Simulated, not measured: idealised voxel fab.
Process module heading - voxel self aligned contacts
cross-section cut | 265 nm wide | cells 5 nm
Cross-section = grid of square cells, listed top down in bands; band = one or more rows. Look at the band entry: it leads with the top's height and the bottom's height in nm. Then it lists the materials left to right, with a width in nm for each. The word "throughout" on a single material says that material fills the band edge to edge. The word "empty" is empty space. Height is counted from the level 0, under which the received wafer is composed throughout of one material. The lowest of the bands is not closed at the bottom but continues downward, in the notation "0 down". Read "30 to 40" as a graded width: first number on top, second number at the bottom, same change between each pair of neighbouring rows. For the purposes of this document, the phrase "remains unaltered" attached to a step denotes that no cell within the cross-section was modified by that step. "Enclosed internal voids" means: voids of 8 cells or more that are shut off from the top with no open way through. Written width x height at distance, distance from the left edge, in nm. Note: text after step settings on the step line = simulator remark on that step. overlay nm: where the mask lay relative to plan, measured to the right, on steps with a mask; negatives go left.

[List of planned process steps]
step 1: RECEIVE (material Si)
step 2: OXIDIZE (depth nm 5)
step 3: DIRECTIONAL_DEP (material polySi; thk nm 20)
step 4: DIRECTIONAL_DEP (material SiN; thk nm 15)
step 5: PATTERN (tone cover; mask id GATE; material resist; width nm 35; pitch nm 70; thk nm 20; overlay nm 0)
step 6: DIRECTIONAL_ETCH (etch materials SiN; depth nm 15)
step 7: DIRECTIONAL_ETCH (etch materials polySi; depth nm 20)
step 8: STRIP (etch materials resist)
step 9: CONFORMAL_DEP (material SiN; thk nm 5)
step 10: DIRECTIONAL_ETCH (etch materials SiN; depth nm 5)
step 11: FILL_DEP (material SiO2; thk nm 15)
step 12: CMP (height nm 40)
step 13: PATTERN (tone open; mask id CONTACT; material resist; width nm 45; thk nm 15; overlay nm 0)
step 14: DIRECTIONAL_ETCH (etch materials SiO2; depth nm 45)
step 15: STRIP (etch materials resist)
step 16: CONFORMAL_DEP (material TiN; thk nm 5)
step 17: FILL_DEP (material Ru; thk nm 5)
step 18: CMP (height nm 40)
step 19: CONFORMAL_DEP (material SiN; thk nm 5)

[The following pertains to the first of two wafers, which was processed as planned]

[Wafer at receipt (post step 1), cross-section]
0 down = Si throughout
Enclosed internal voids: none

[How the wafer stands in section after step 2]
0 to -5 = SiO2 throughout
below -5: unchanged

[How the wafer stands in section after step 3]
20 to 0 = polySi throughout
below 0: unchanged

[How the wafer stands in section after step 4]
35 to 20 = SiN throughout
below 20: unchanged

[How the wafer stands in section after step 5]
55 to 35 = empty=80, resist=35, empty=35, resist=35, empty=80
below 35: unchanged

[How the wafer stands in section after step 6]
55 to 35 = empty=80, resist=35, empty=35, resist=35, empty=80
35 to 20 = empty=80, SiN=35, empty=35, SiN=35, empty=80
below 20: unchanged

[How the wafer stands in section after step 7]
55 to 35 = empty=80, resist=35, empty=35, resist=35, empty=80
35 to 20 = empty=80, SiN=35, empty=35, SiN=35, empty=80
20 to 0 = empty=80, polySi=35, empty=35, polySi=35, empty=80
below 0: unchanged

[How the wafer stands in section after step 8]
35 to 20 = empty=80, SiN=35, empty=35, SiN=35, empty=80
below 20: unchanged

[How the wafer stands in section after step 9]
40 to 20 = empty=75, SiN=45, empty=25, SiN=45, empty=75
20 to 5 = empty=75, SiN=5, polySi=35, SiN=5, empty=25, SiN=5, polySi=35, SiN=5, empty=75
5 to 0 = SiN=80, polySi=35, SiN=35, polySi=35, SiN=80
below 0: unchanged

[How the wafer stands in section after step 10]
35 to 20 = empty=75, SiN=45, empty=25, SiN=45, empty=75
20 to 0 = empty=75, SiN=5, polySi=35, SiN=5, empty=25, SiN=5, polySi=35, SiN=5, empty=75
below 0: unchanged

[How the wafer stands in section after step 11]
50 to 35 = SiO2 throughout
35 to 20 = SiO2=75, SiN=45, SiO2=25, SiN=45, SiO2=75
20 to 0 = SiO2=75, SiN=5, polySi=35, SiN=5, SiO2=25, SiN=5, polySi=35, SiN=5, SiO2=75
below 0: unchanged

[How the wafer stands in section after step 12]
40 to 35 = SiO2 throughout
below 35: unchanged

[How the wafer stands in section after step 13]
55 to 40 = resist=110, empty=45, resist=110
below 40: unchanged

[How the wafer stands in section after step 14]
55 to 40 = resist=110, empty=45, resist=110
40 to 35 = SiO2=110, empty=45, SiO2=110
35 to 20 = SiO2=75, SiN=45, empty=25, SiN=45, SiO2=75
20 to 0 = SiO2=75, SiN=5, polySi=35, SiN=5, empty=25, SiN=5, polySi=35, SiN=5, SiO2=75
0 to -5 = SiO2=120, empty=25, SiO2=120
below -5: unchanged

[How the wafer stands in section after step 15]
40 to 35 = SiO2=110, empty=45, SiO2=110
below 35: unchanged

[How the wafer stands in section after step 16]
45 to 40 = TiN=115, empty=35, TiN=115
40 to 35 = SiO2=110, TiN=15, empty=15, TiN=15, SiO2=110
35 to 20 = SiO2=75, SiN=45, TiN=5, empty=15, TiN=5, SiN=45, SiO2=75
20 to 0 = SiO2=75, SiN=5, polySi=35, SiN=5, TiN=5, empty=15, TiN=5, SiN=5, polySi=35, SiN=5, SiO2=75
0 to -5 = SiO2=120, TiN=25, SiO2=120
below -5: unchanged

[How the wafer stands in section after step 17]
50 to 45 = Ru throughout
45 to 40 = TiN=115, Ru=35, TiN=115
40 to 35 = SiO2=110, TiN=15, Ru=15, TiN=15, SiO2=110
35 to 20 = SiO2=75, SiN=45, TiN=5, Ru=15, TiN=5, SiN=45, SiO2=75
20 to 0 = SiO2=75, SiN=5, polySi=35, SiN=5, TiN=5, Ru=15, TiN=5, SiN=5, polySi=35, SiN=5, SiO2=75
below 0: unchanged

[How the wafer stands in section after step 18]
40 to 35 = SiO2=110, TiN=15, Ru=15, TiN=15, SiO2=110
below 35: unchanged

[How the wafer stands in section after step 19]
45 to 40 = SiN throughout
below 40: unchanged

[Second wafer. Start and plan as for the first. One mistake made in running. Agrees with the first up to and including step 12]

[Second wafer: cross-section at the scheduled end of step 13]
55 to 40 = empty=110, resist=45, empty=110
below 40: unchanged

[Second wafer: cross-section at the scheduled end of step 14]
55 to 40 = empty=110, resist=45, empty=110
40 to 35 = empty=110, SiO2=45, empty=110
35 to 20 = empty=75, SiN=45, SiO2=25, SiN=45, empty=75
20 to 0 = empty=75, SiN=5, polySi=35, SiN=5, SiO2=25, SiN=5, polySi=35, SiN=5, empty=75
0 to -5 = empty=75, SiO2=115, empty=75
below -5: unchanged

[Second wafer: cross-section at the scheduled end of step 15]
40 to 35 = empty=110, SiO2=45, empty=110
below 35: unchanged

[Second wafer: cross-section at the scheduled end of step 16]
45 to 40 = empty=105, TiN=55, empty=105
40 to 35 = empty=70, TiN=40, SiO2=45, TiN=40, empty=70
35 to 20 = empty=70, TiN=5, SiN=45, SiO2=25, SiN=45, TiN=5, empty=70
20 to 0 = empty=70, TiN=5, SiN=5, polySi=35, SiN=5, SiO2=25, SiN=5, polySi=35, SiN=5, TiN=5, empty=70
0 to -5 = TiN=75, SiO2=115, TiN=75
below -5: unchanged

[Second wafer: cross-section at the scheduled end of step 17]
50 to 45 = Ru throughout
45 to 40 = Ru=105, TiN=55, Ru=105
40 to 35 = Ru=70, TiN=40, SiO2=45, TiN=40, Ru=70
35 to 20 = Ru=70, TiN=5, SiN=45, SiO2=25, SiN=45, TiN=5, Ru=70
20 to 0 = Ru=70, TiN=5, SiN=5, polySi=35, SiN=5, SiO2=25, SiN=5, polySi=35, SiN=5, TiN=5, Ru=70
below 0: unchanged

[Second wafer: cross-section at the scheduled end of step 18]
40 to 35 = Ru=70, TiN=40, SiO2=45, TiN=40, Ru=70
below 35: unchanged

[Second wafer: cross-section at the scheduled end of step 19]
45 to 40 = SiN throughout
below 40: unchanged
Want to know what went wrong? heads up, step 13 didn't go per plan, it actually ran as PATTERN (tone cover; mask id CONTACT; material resist; width nm 45; thk nm 15; overlay nm 0)
Materials where the second wafer ends with more or fewer cells than the first: Ru: 200 more | SiO2: 235 fewer | TiN: 35 more
